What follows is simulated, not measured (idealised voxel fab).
The process module presented herein is designated voxel plated lines.
260 nm wide, 5 nm square cells: that's cross-section cut.
If you're reading a cross-section in this doc, picture square cells in a grid; it comes to you as bands, top ones listed first down to the bottom, and a band can be one or more rows of cells. Within each band entry, the heights of the top and of the bottom of the band appear first, in that order and in nm; the materials of the band then follow from left to right, each with its corresponding width in nm. The designation "edge to edge" on a single material indicates that it fills the band from edge to edge; the designation "blank" indicates empty space. Ref level 0: as-received wafer is one material below here. Bottom band extends down with no lower bound ("0 -> down"). When a width is written as two numbers, as in "30..40", the first number is the width in the top row of cells of the band and the second is the width in its bottom row, and the width changes by the same amount from each row to the next. Key: "same as before" - step with no changed cell in the cross-section. "Enclosed void listing" specifies each empty space that is not open to the top and that occupies no fewer than 8 cells, using the form width x height at distance, the distance measured from the left edge and all three quantities in nm. Anything after a step's settings on that line? It's the simulator's own note about the step. overlay nm, on a step with a mask: how far to the right of its planned place the mask lay; to the left if negative.
-- This section lists the process steps that were planned
1,RECEIVE [material Si]
2,CONFORMAL_DEP [material SiO2] [thk nm 5]
3,DIRECTIONAL_DEP [material TiN] [thk nm 5]
4,PATTERN [tone open] [mask id LINES] [material resist] [width nm 20] [pitch nm 50] [thk nm 35] [overlay nm 0]
5,EPI [material Ru] [thk nm 5]
6,EPI [material Ru] [thk nm 10]
7,EPI [material Ru] [thk nm 5]
8,STRIP [etch materials resist]
9,DIRECTIONAL_ETCH [etch materials TiN] [depth nm 5]
10,CONFORMAL_DEP [material SiO2] [thk nm 10]
Quick note for whoever runs this: the wafers start identical, but the width nm at step 4 isn't the same across them. The plan just shows what the first wafer had.
-- So this is the first of several wafers, cross-sectioned as it came to us, meaning it's at the end of step 1
    0 -> down  Si edge to edge
    Enclosed void listing: none
-- End of module, by wafer: material-by-material cell gain (+) or loss (-) since receipt, then closed voids
width nm 20, +64 Ru, +236 SiO2, +16 TiN, Enclosed void listing: none
width nm 25, +80 Ru, +236 SiO2, +20 TiN, Enclosed void listing: none
width nm 30, +96 Ru, +236 SiO2, +24 TiN, Enclosed void listing: none
width nm 35, +112 Ru, +221 SiO2, +28 TiN, Enclosed void listing: none
